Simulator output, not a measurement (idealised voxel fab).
The process module that follows is named voxel spacer lines.
We display cut, a cross-section 300 nm in width whose square cells are each 5 nm.
For the purposes of this document, a cross-section shall be understood as a grid of square cells, specified as bands listed in top-to-bottom order, each band consisting of one or more rows of cells.
Top height, bottom height, nm. Materials left to right, width each, nm. Single material + "throughout" = fills band edge to edge. "blank" = empty.
Basically, 0 is our baseline, since under it the wafer straight out of the box is all one material. The bottom band has no lower end and keeps on going down, so it looks like "0 -> down".
Width spec "30 to 40" -> top row of cells at first value, bottom row at second value, equal per-row change in between.
"nothing changed" (step): cross-section cells unchanged, all of them.
This entry, "Enclosed void listing", enumerates those empty regions of no fewer than 8 cells that possess no open connection to the top. Each region is reported in the form width x height at distance, the distance being taken from the left edge, with all three quantities expressed in nm.
On a step's line, text after the settings is the simulator commenting on that step.
overlay nm, on a step with a mask: how far to the right of its planned place the mask lay; to the left if negative

Process steps (planned):
1 RECEIVE: material Si
2 CONFORMAL_DEP: material SiO2, thk nm 5
3 DIRECTIONAL_DEP: material W, thk nm 10
4 DIRECTIONAL_DEP: material polySi, thk nm 30
5 PATTERN: tone cover, mask id MANDREL, material resist, width nm 20, pitch nm 70, thk nm 35, overlay nm 0
6 DIRECTIONAL_ETCH: etch materials polySi, depth nm 30
7 STRIP: etch materials resist
8 CONFORMAL_DEP: material SiN, thk nm 15
9 DIRECTIONAL_ETCH: etch materials SiN, depth nm 15
10 STRIP: etch materials polySi
11 DIRECTIONAL_ETCH: etch materials W, depth nm 10
12 STRIP: etch materials SiN
13 FILL_DEP: material SiO2, thk nm 5
14 CMP: height nm 15

Here's what the wafer looked like in cross-section when it arrived - that's after step 1:
- 0 -> down: Si throughout
- Enclosed void listing: none

Here's the wafer cut in cross-section after the module, started and planned just like above, except one thing was done wrong in the run:
- 15 -> 5: SiO2 55  W 15  SiO2 20  W 15  SiO2 20  W 15  SiO2 20  W 15  SiO2 20  W 15  SiO2 20  W 15  SiO2 55
- 5 -> 0: W throughout
- 0 -> down: Si throughout
- Enclosed void listing: none
Where did the run depart from the plan? step 2 was run on a setting that differed from the plan, and what really ran there is CONFORMAL_DEP: material W, thk nm 5
